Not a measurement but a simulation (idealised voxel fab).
Proc. module: voxel self aligned contacts
Cross-sectional view cut (width: 150 nm; square cell size: 5 nm).
Cross-section = grid of square cells, listed top down in bands; band = one or more rows. What a band's entry tells you: where the top is and where the bottom is, as heights in nm, and after that what lies inside, material by material from left to right, each with its width in nm. Empty space is written as the word "blank", and a single material marked with the word "everywhere" occupies the band from edge to edge. Height datum 0, below which the as-received substrate wafer is one material. Lowest band open at the bottom, running downward: "0 down". Read "30..40" as a graded width: first number on top, second number at the bottom, same change between each pair of neighbouring rows. The cross-section has no changed cell in any step marked "nothing altered". Each empty space that has no open way to the top and spans at least 8 cells appears under "Entrapped voids" as width x height at distance, the distance counted from the left edge, all in nm. Whatever follows a step's settings on its line is a remark the simulator itself makes about that step. Each step line may optionally specify "overlay nm", which for a step with a mask gives the rightward distance between the mask's planned place and where it lay, a negative value indicating the leftward direction.
[Planned step list for the process]
1: RECEIVE, material Si
2: CONFORMAL_DEP, material SiO2, thk nm 5
3: DIRECTIONAL_DEP, material polySi, thk nm 30
4: DIRECTIONAL_DEP, material SiN, thk nm 20
5: MASKED_ETCH, tone cover, mask id GATE, width nm 30, pitch nm 60, etch materials SiN, depth nm 20, overlay nm 0
6: MASKED_ETCH, tone cover, mask id GATE, width nm 30, pitch nm 60, etch materials polySi, depth nm 30, overlay nm 0
7: CONFORMAL_DEP, material SiN, thk nm 5
8: DIRECTIONAL_ETCH, etch materials SiN, depth nm 5
9: FILL_DEP, material SiO2, thk nm 20
10: CMP, height nm 65
11: DIRECTIONAL_DEP, material aC, thk nm 15
12: PATTERN, tone open, mask id CONTACT, material resist, width nm 40, thk nm 30, overlay nm 0
13: DIRECTIONAL_ETCH, etch materials aC, depth nm 15
14: STRIP, etch materials resist
15: DIRECTIONAL_ETCH, etch materials SiO2, depth nm 65
16: STRIP, etch materials aC
17: CONFORMAL_DEP, material TiN, thk nm 5
18: FILL_DEP, material W, thk nm 5
19: CMP, height nm 65
20: CONFORMAL_DEP, material SiN, thk nm 5
Heads up: all these wafers start the same, and what changes between them is the thk nm in step 2. The value you see in the plan is just what the first wafer got.
[Step 1 complete: as-received cross-section of the first of several wafers]
0 down: Si everywhere
Entrapped voids: none
[After the module's final step, step 20: the first of several wafers in cross-section]
70 to 65: SiN everywhere
65 to 55: SiO2: 55 | TiN: 5..15 | W: 30..10 | TiN: 5..15 | SiO2: 55
55 to 35: SiO2: 25 | SiN: 40 | TiN: 5 | W: 10 | TiN: 5 | SiN: 40 | SiO2: 25
35 to 5: SiO2: 25 | SiN: 5 | polySi: 30 | SiN: 5 | TiN: 5 | W: 10 | TiN: 5 | SiN: 5 | polySi: 30 | SiN: 5 | SiO2: 25
5 to 0: SiO2: 65 | TiN: 20 | SiO2: 65
0 down: Si everywhere
Entrapped voids: none
[Here's the last wafer cross-sectioned at the end of the module]
70 to 65: SiN everywhere
65 to 50: SiO2: 25 | SiN: 40 | TiN: 5 | W: 10 | TiN: 5 | SiN: 40 | SiO2: 25
50 to 20: SiO2: 25 | SiN: 5 | polySi: 30 | SiN: 5 | TiN: 5 | W: 10 | TiN: 5 | SiN: 5 | polySi: 30 | SiN: 5 | SiO2: 25
20 to 5: SiO2: 65 | TiN: 5 | W: 10 | TiN: 5 | SiO2: 65
5 to 0: SiO2: 65 | TiN: 20 | SiO2: 65
0 down: Si everywhere
Entrapped voids: none
[What follows is a table in which each wafer occupies a row; for the wafer as it stands at the close of the module, the row states, material by material, how many cells have been gained (+) or lost (-) since receipt, and then gives its closed voids]
thk nm 5; +118 SiN; +170 SiO2; +32 TiN; +28 W; +72 polySi; Entrapped voids: none
thk nm 10; +118 SiN; +174 SiO2; +32 TiN; +24 W; +72 polySi; Entrapped voids: none
thk nm 15; +118 SiN; +178 SiO2; +28 TiN; +24 W; +72 polySi; Entrapped voids: none
thk nm 20; +102 SiN; +194 SiO2; +28 TiN; +24 W; +72 polySi; Entrapped voids: none
